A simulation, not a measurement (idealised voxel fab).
A process module follows: voxel gate over fins.
Cross-section cut spans 250 nm and uses square cells 5 nm in size.
In what follows, cross-sections appear as grids of square cells, described through bands that run from the top down, where every band is one or more rows of cells.
Top height, bottom height, nm. Materials left to right, width each, nm. Single material + "everywhere" = fills band edge to edge. "blank" = empty.
For the purposes of this specification, 0 denotes the height below which the wafer in its as-received condition is composed wholly of one material, and the lowermost band, lacking a lower limit, extends downward without end, as expressed in "0 and below".
Width spec "30 to 40" -> top row of cells at first value, bottom row at second value, equal per-row change in between.
No cell of the cross-section changed in a step that is given as "changes: none".
Entry "Enclosed internal cavities" = empty spaces >= 8 cells with no open way to the top; each as width x height at distance, distance from left edge, all nm.
Heads up: the bit after the settings on a step's line is the simulator's remark on that step.
When a step includes a mask, the "overlay nm" setting on its line states how far to the right of its planned place that mask lay, and negative values state how far to the left.
**The steps planned for the process are as follows**
1) RECEIVE: material Si
2) CONFORMAL_DEP: material SiN, thk nm 10
3) PATTERN: tone cover, mask id FINS, material resist, width nm 15, pitch nm 35, thk nm 20, overlay nm 0
4) DIRECTIONAL_ETCH: etch materials SiN, depth nm 10
5) DIRECTIONAL_ETCH: etch materials Si, depth nm 35
6) STRIP: etch materials resist
7) FILL_DEP: material SiO2, thk nm 10
8) CMP: height nm 10
9) SELECTIVE_ETCH: etch materials SiO2, depth nm 25
10) STRIP: etch materials SiN
11) CONFORMAL_DEP: material HfO2, thk nm 5
12) CONFORMAL_DEP: material TiN, thk nm 5
13) CONFORMAL_DEP: material TiAl, thk nm 5
14) CONFORMAL_DEP: material TiN, thk nm 5
15) FILL_DEP: material W, thk nm 10
16) CMP: height nm 25
17) CONFORMAL_DEP: material SiN, thk nm 5
**Wafer at receipt (post step 1), cross-section**
0 and below: Si everywhere
Enclosed internal cavities: none
**First wafer of two, sectioned at end of module; run went per plan**
30 down to 25: SiN everywhere
25 down to 20: W everywhere
20 down to 15: W: 80  TiN: 90  W: 80
15 down to 10: W: 80  TiN: 5  TiAl: 80  TiN: 5  W: 80
10 down to 5: W: 80  TiN: 5  TiAl: 5  TiN: 70  TiAl: 5  TiN: 5  W: 80
5 down to 0: TiN: 85  TiAl: 5  TiN: 5  HfO2: 25  TiN: 10  HfO2: 25  TiN: 5  TiAl: 5  TiN: 85
0 down to -5: TiAl: 90  TiN: 5  HfO2: 5  Si: 15  HfO2: 5  TiN: 10  HfO2: 5  Si: 15  HfO2: 5  TiN: 5  TiAl: 90
-5 down to -10: TiN: 95  HfO2: 5  Si: 15  HfO2: 5  TiN: 10  HfO2: 5  Si: 15  HfO2: 5  TiN: 95
-10 down to -15: HfO2: 100  Si: 15  HfO2: 20  Si: 15  HfO2: 100
-15 down to -35: SiO2: 100  Si: 15  SiO2: 20  Si: 15  SiO2: 100
-35 and below: Si everywhere
Enclosed internal cavities: none
**Second wafer cross-section at end of module - shared start and plan with the first, one mistake in the run**
30 down to 25: SiN everywhere
25 down to 20: W everywhere
20 down to 15: W: 80  TiN: 95  W: 75
15 down to 10: W: 80  TiN: 5  TiAl: 85  TiN: 5  W: 75
10 down to 5: W: 80  TiN: 5  TiAl: 5  TiN: 75  TiAl: 5  TiN: 5  W: 75
5 down to 0: TiN: 85  TiAl: 5  TiN: 5  HfO2: 30  TiN: 5  HfO2: 30  TiN: 5  TiAl: 5  TiN: 80
0 down to -5: TiAl: 90  TiN: 5  HfO2: 5  Si: 20  HfO2: 5  TiN: 5  HfO2: 5  Si: 20  HfO2: 5  TiN: 5  TiAl: 85
-5 down to -10: TiN: 95  HfO2: 5  Si: 20  HfO2: 5  TiN: 5  HfO2: 5  Si: 20  HfO2: 5  TiN: 90
-10 down to -15: HfO2: 100  Si: 20  HfO2: 15  Si: 20  HfO2: 95
-15 down to -35: SiO2: 100  Si: 20  SiO2: 15  Si: 20  SiO2: 95
-35 and below: Si everywhere
Enclosed internal cavities: none
Processing error: off-plan run, step 3, actual operation and settings PATTERN: tone cover, mask id FINS, material resist, width nm 20, pitch nm 35, thk nm 20, overlay nm 0
Per the end-of-run cell counts, the second wafer holds more or fewer of some materials than the first: +14 Si | -8 SiO2 | -3 TiN | -3 W
